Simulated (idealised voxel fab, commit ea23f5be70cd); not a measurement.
A process module follows: voxel local oxidation.
Square cells of 5 nm make up the cross-section cut, whose width is 160 nm.
Throughout this document, each cross-section is represented as a grid of square cells and is presented as a sequence of bands enumerated from the top downward, where a band comprises one or more rows of cells.
For a band, the entry starts with two heights in nm, that of the top and then that of the bottom, and carries on with the band's materials in order from left to right, each alongside its width in nm; the word "everywhere" beside a single material means it fills the band edge to edge, and "empty" means empty space.
Height datum 0, below which the as-received substrate wafer is one material. Lowest band open at the bottom, running downward: "0..down".
Top row gets the first number, bottom row gets the second, and each row in between changes by the same step: that is how a band width like "30..40" works.
"no alterations made" for a step: no cell of the cross-section changed in that step.
"Voids lacking openings" specifies each empty space that is not open to the top and that occupies no fewer than 8 cells, using the form width x height at distance, the distance measured from the left edge and all three quantities in nm.
Formally, on a step line, whatever follows the settings is a remark that the simulator itself makes on the step.
Steps that use a mask can have "overlay nm" on their line. It says how far the mask sat to the right of where it was meant to be. Negative means to the left.
Here's what the planned process steps look like:
1. RECEIVE with material Si
2. CONFORMAL_DEP with material SiO2, thk nm 5
3. CONFORMAL_DEP with material SiN, thk nm 10
4. PATTERN with tone cover, mask id ACTIVE, material resist, width nm 95, thk nm 15, overlay nm 0
5. DIRECTIONAL_ETCH with etch materials SiN, depth nm 10
6. STRIP with etch materials resist
7. SELECTIVE_ETCH with etch materials SiO2, depth nm 5
8. OXIDIZE with depth nm 10
9. STRIP with etch materials SiN
Cross-section of the wafer at receipt, which is the condition after step 1:
* 0..down = Si everywhere
* Voids lacking openings: none
Final wafer profile in cross-section after the module, from the same start and plan as above, with one mistake made during processing:
* 5..0 = SiO2: 25, then empty: 105, then SiO2: 30
* 0..-10 = Si: 15, then SiO2: 125, then Si: 20
* -10..down = Si everywhere
* Voids lacking openings: none
Here's what went sideways: in deviation from the planned setting, step 4 was conducted as PATTERN with tone open, mask id ACTIVE, material resist, width nm 95, thk nm 15, overlay nm 0
